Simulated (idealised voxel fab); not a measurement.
Process module, titled voxel gate over fins
Each square cell in cross-section cut measures 5 nm, and the section as a whole is 210 nm wide.
A cross-section is written here as square cells arranged in a grid, and it is given in bands from the top down, each band taking up one or more rows of cells. Look at the band entry: it leads with the top's height and the bottom's height in nm. Then it lists the materials left to right, with a width in nm for each. The word "everywhere" on a single material says that material fills the band edge to edge. The word "empty" is empty space. Beneath 0, the wafer as received is one material, and that level is where height counting begins. The lowest band goes on downward without a bottom; it is written like "0 and below". The expression "30..40" gives the width at the extremes of the band, the first number at its top row of cells and the second at its bottom row, with the width changing by equal amounts from each row to the next in between. "changes: none" for a step: no cell of the cross-section changed in that step. Enclosed voids (no open way to top), threshold 8 cells or more, entry "Sealed void listing", notation width x height at distance, distance from left edge, nm. Past the settings on a step's line: simulator remark, on that step. overlay nm: for a step with a mask, the amount by which the mask lay right of where it was planned; a negative amount means left of it.
[The steps planned for the process are as follows]
1. op RECEIVE | material Si
2. op CONFORMAL_DEP | material SiN | thk nm 5
3. op DIRECTIONAL_DEP | material aC | thk nm 10
4. op PATTERN | tone cover | mask id FINS | material resist | width nm 15 | pitch nm 40 | thk nm 30 | overlay nm 0
5. op DIRECTIONAL_ETCH | etch materials aC | depth nm 10
6. op STRIP | etch materials resist
7. op DIRECTIONAL_ETCH | etch materials SiN | depth nm 5
8. op DIRECTIONAL_ETCH | etch materials Si | depth nm 40
9. op STRIP | etch materials aC
10. op OXIDIZE | depth nm 5
11. op FILL_DEP | material SiO2 | thk nm 10
12. op CMP | height nm 5
13. op SELECTIVE_ETCH | etch materials SiO2 | depth nm 20
14. op STRIP | etch materials SiN
15. op CONFORMAL_DEP | material HfO2 | thk nm 5
16. op CONFORMAL_DEP | material TiN | thk nm 5
17. op CONFORMAL_DEP | material TiAl | thk nm 5
18. op CONFORMAL_DEP | material TiN | thk nm 5
19. op FILL_DEP | material W | thk nm 10
20. op CMP | height nm 25
21. op CONFORMAL_DEP | material SiN | thk nm 10
[Concerning the first of two wafers, which was run in accordance with the plan]
[As-received state of the wafer in cross-section, equivalent to post-step 1]
> 0 and below: Si everywhere
> Sealed void listing: none
[Cross-section: wafer state after step 2]
> 5 down to 0: SiN everywhere
> Note: structure below 0 unchanged.
[Cross-section: wafer state after step 3]
> 15 down to 5: aC everywhere
> Note: structure below 5 unchanged.
[Cross-section: wafer state after step 4]
> 45 down to 15: empty=75, resist=15, empty=25, resist=15, empty=80
> Note: structure below 15 unchanged.
[Cross-section: wafer state after step 5]
> 35 down to 15: empty=75, resist=15, empty=25, resist=15, empty=80
> 15 down to 5: empty=75, aC=15, empty=25, aC=15, empty=80
> Note: structure below 5 unchanged.
[Cross-section: wafer state after step 6]
> 15 down to 5: empty=75, aC=15, empty=25, aC=15, empty=80
> Note: structure below 5 unchanged.
[Cross-section: wafer state after step 7]
> 15 down to 5: empty=75, aC=15, empty=25, aC=15, empty=80
> 5 down to 0: empty=75, SiN=15, empty=25, SiN=15, empty=80
> Note: structure below 0 unchanged.
[Cross-section: wafer state after step 8]
> 15 down to 5: empty=75, aC=15, empty=25, aC=15, empty=80
> 5 down to 0: empty=75, SiN=15, empty=25, SiN=15, empty=80
> 0 down to -40: empty=75, Si=15, empty=25, Si=15, empty=80
> Note: structure below -40 unchanged.
[Cross-section: wafer state after step 9]
> 5 down to 0: empty=75, SiN=15, empty=25, SiN=15, empty=80
> Note: structure below 0 unchanged.
[Cross-section: wafer state after step 10]
> 5 down to 0: empty=75, SiN=15, empty=25, SiN=15, empty=80
> 0 down to -40: empty=75, SiO2=5, Si=5, SiO2=5, empty=25, SiO2=5, Si=5, SiO2=5, empty=80
> -40 down to -45: SiO2=80, Si=5, SiO2=35, Si=5, SiO2=85
> Note: structure below -45 unchanged.
[Cross-section: wafer state after step 11]
> 15 down to 5: SiO2 everywhere
> 5 down to 0: SiO2=75, SiN=15, SiO2=25, SiN=15, SiO2=80
> 0 down to -45: SiO2=80, Si=5, SiO2=35, Si=5, SiO2=85
> Note: structure below -45 unchanged.
[Cross-section: wafer state after step 12]
> 5 down to 0: SiO2=75, SiN=15, SiO2=25, SiN=15, SiO2=80
> Note: structure below 0 unchanged.
[Cross-section: wafer state after step 13]
> 5 down to 0: empty=75, SiN=15, empty=25, SiN=15, empty=80
> 0 down to -15: empty=80, Si=5, empty=35, Si=5, empty=85
> Note: structure below -15 unchanged.
[Cross-section: wafer state after step 14]
> 0 down to -15: empty=80, Si=5, empty=35, Si=5, empty=85
> Note: structure below -15 unchanged.
[Cross-section: wafer state after step 15]
> 5 down to 0: empty=75, HfO2=15, empty=25, HfO2=15, empty=80
> 0 down to -10: empty=75, HfO2=5, Si=5, HfO2=5, empty=25, HfO2=5, Si=5, HfO2=5, empty=80
> -10 down to -15: HfO2=80, Si=5, HfO2=35, Si=5, HfO2=85
> Note: structure below -15 unchanged.
[Cross-section: wafer state after step 16]
> 10 down to 5: empty=70, TiN=25, empty=15, TiN=25, empty=75
> 5 down to 0: empty=70, TiN=5, HfO2=15, TiN=5, empty=15, TiN=5, HfO2=15, TiN=5, empty=75
> 0 down to -5: empty=70, TiN=5, HfO2=5, Si=5, HfO2=5, TiN=5, empty=15, TiN=5, HfO2=5, Si=5, HfO2=5, TiN=5, empty=75
> -5 down to -10: TiN=75, HfO2=5, Si=5, HfO2=5, TiN=25, HfO2=5, Si=5, HfO2=5, TiN=80
> Note: structure below -10 unchanged.
[Cross-section: wafer state after step 17]
> 15 down to 10: empty=65, TiAl=35, empty=5, TiAl=35, empty=70
> 10 down to 5: empty=65, TiAl=5, TiN=25, TiAl=5, empty=5, TiAl=5, TiN=25, TiAl=5, empty=70
> 5 down to 0: empty=65, TiAl=5, TiN=5, HfO2=15, TiN=5, TiAl=5, empty=5, TiAl=5, TiN=5, HfO2=15, TiN=5, TiAl=5, empty=70
> 0 down to -5: TiAl=70, TiN=5, HfO2=5, Si=5, HfO2=5, TiN=5, TiAl=15, TiN=5, HfO2=5, Si=5, HfO2=5, TiN=5, TiAl=75
> Note: structure below -5 unchanged.
[Cross-section: wafer state after step 18]
> 20 down to 15: empty=60, TiN=85, empty=65
> 15 down to 10: empty=60, TiN=5, TiAl=35, TiN=5, TiAl=35, TiN=5, empty=65
> 10 down to 5: empty=60, TiN=5, TiAl=5, TiN=25, TiAl=5, TiN=5, TiAl=5, TiN=25, TiAl=5, TiN=5, empty=65
> 5 down to 0: TiN=65, TiAl=5, TiN=5, HfO2=15, TiN=5, TiAl=5, TiN=5, TiAl=5, TiN=5, HfO2=15, TiN=5, TiAl=5, TiN=70
> Note: structure below 0 unchanged.
[Cross-section: wafer state after step 19]
> 30 down to 20: W everywhere
> 20 down to 15: W=60, TiN=85, W=65
> 15 down to 10: W=60, TiN=5, TiAl=35, TiN=5, TiAl=35, TiN=5, W=65
> 10 down to 5: W=60, TiN=5, TiAl=5, TiN=25, TiAl=5, TiN=5, TiAl=5, TiN=25, TiAl=5, TiN=5, W=65
> Note: structure below 5 unchanged.
[Cross-section: wafer state after step 20]
> 25 down to 20: W everywhere
> Note: structure below 20 unchanged.
[Cross-section: wafer state after step 21]
> 35 down to 25: SiN everywhere
> Note: structure below 25 unchanged.
[Second wafer - shared start and plan with the first - one error in running - same as the first up to step 12 inclusive]
[Second wafer cross-section, taken as of the time the plan sets for step 13 to be done]
> 5 down to 0: empty=75, SiN=15, empty=25, SiN=15, empty=80
> 0 down to -35: empty=80, Si=5, empty=35, Si=5, empty=85
> Note: structure below -35 unchanged.
[Second wafer cross-section, taken as of the time the plan sets for step 14 to be done]
> 0 down to -35: empty=80, Si=5, empty=35, Si=5, empty=85
> Note: structure below -35 unchanged.
[Second wafer cross-section, taken as of the time the plan sets for step 15 to be done]
> 5 down to 0: empty=75, HfO2=15, empty=25, HfO2=15, empty=80
> 0 down to -30: empty=75, HfO2=5, Si=5, HfO2=5, empty=25, HfO2=5, Si=5, HfO2=5, empty=80
> -30 down to -35: HfO2=80, Si=5, HfO2=35, Si=5, HfO2=85
> Note: structure below -35 unchanged.
[Second wafer cross-section, taken as of the time the plan sets for step 16 to be done]
> 10 down to 5: empty=70, TiN=25, empty=15, TiN=25, empty=75
> 5 down to 0: empty=70, TiN=5, HfO2=15, TiN=5, empty=15, TiN=5, HfO2=15, TiN=5, empty=75
> 0 down to -25: empty=70, TiN=5, HfO2=5, Si=5, HfO2=5, TiN=5, empty=15, TiN=5, HfO2=5, Si=5, HfO2=5, TiN=5, empty=75
> -25 down to -30: TiN=75, HfO2=5, Si=5, HfO2=5, TiN=25, HfO2=5, Si=5, HfO2=5, TiN=80
> Note: structure below -30 unchanged.
[Second wafer cross-section, taken as of the time the plan sets for step 17 to be done]
> 15 down to 10: empty=65, TiAl=35, empty=5, TiAl=35, empty=70
> 10 down to 5: empty=65, TiAl=5, TiN=25, TiAl=5, empty=5, TiAl=5, TiN=25, TiAl=5, empty=70
> 5 down to 0: empty=65, TiAl=5, TiN=5, HfO2=15, TiN=5, TiAl=5, empty=5, TiAl=5, TiN=5, HfO2=15, TiN=5, TiAl=5, empty=70
> 0 down to -20: empty=65, TiAl=5, TiN=5, HfO2=5, Si=5, HfO2=5, TiN=5, TiAl=5, empty=5, TiAl=5, TiN=5, HfO2=5, Si=5, HfO2=5, TiN=5, TiAl=5, empty=70
> -20 down to -25: TiAl=70, TiN=5, HfO2=5, Si=5, HfO2=5, TiN=5, TiAl=15, TiN=5, HfO2=5, Si=5, HfO2=5, TiN=5, TiAl=75
> Note: structure below -25 unchanged.
[Second wafer cross-section, taken as of the time the plan sets for step 18 to be done]
> 20 down to 15: empty=60, TiN=85, empty=65
> 15 down to 10: empty=60, TiN=5, TiAl=35, TiN=5, TiAl=35, TiN=5, empty=65
> 10 down to 5: empty=60, TiN=5, TiAl=5, TiN=25, TiAl=5, TiN=5, TiAl=5, TiN=25, TiAl=5, TiN=5, empty=65
> 5 down to 0: empty=60, TiN=5, TiAl=5, TiN=5, HfO2=15, TiN=5, TiAl=5, TiN=5, TiAl=5, TiN=5, HfO2=15, TiN=5, TiAl=5, TiN=5, empty=65
> 0 down to -15: empty=60, TiN=5, TiAl=5, TiN=5, HfO2=5, Si=5, HfO2=5, TiN=5, TiAl=5, TiN=5, TiAl=5, TiN=5, HfO2=5, Si=5, HfO2=5, TiN=5, TiAl=5, TiN=5, empty=65
> -15 down to -20: TiN=65, TiAl=5, TiN=5, HfO2=5, Si=5, HfO2=5, TiN=5, TiAl=5, TiN=5, TiAl=5, TiN=5, HfO2=5, Si=5, HfO2=5, TiN=5, TiAl=5, TiN=70
> Note: structure below -20 unchanged.
[Second wafer cross-section, taken as of the time the plan sets for step 19 to be done]
> 30 down to 20: W everywhere
> 20 down to 15: W=60, TiN=85, W=65
> 15 down to 10: W=60, TiN=5, TiAl=35, TiN=5, TiAl=35, TiN=5, W=65
> 10 down to 5: W=60, TiN=5, TiAl=5, TiN=25, TiAl=5, TiN=5, TiAl=5, TiN=25, TiAl=5, TiN=5, W=65
> 5 down to 0: W=60, TiN=5, TiAl=5, TiN=5, HfO2=15, TiN=5, TiAl=5, TiN=5, TiAl=5, TiN=5, HfO2=15, TiN=5, TiAl=5, TiN=5, W=65
> 0 down to -15: W=60, TiN=5, TiAl=5, TiN=5, HfO2=5, Si=5, HfO2=5, TiN=5, TiAl=5, TiN=5, TiAl=5, TiN=5, HfO2=5, Si=5, HfO2=5, TiN=5, TiAl=5, TiN=5, W=65
> Note: structure below -15 unchanged.
[Second wafer cross-section, taken as of the time the plan sets for step 20 to be done]
> 25 down to 20: W everywhere
> Note: structure below 20 unchanged.
[Second wafer cross-section, taken as of the time the plan sets for step 21 to be done]
> 35 down to 25: SiN everywhere
> Note: structure below 25 unchanged.
Finding, execution versus plan: step 13 of the plan was carried out twice
at the end the second wafer has, in cells: HfO2 +16, SiO2 -160, TiAl +16, TiN +28, W +100
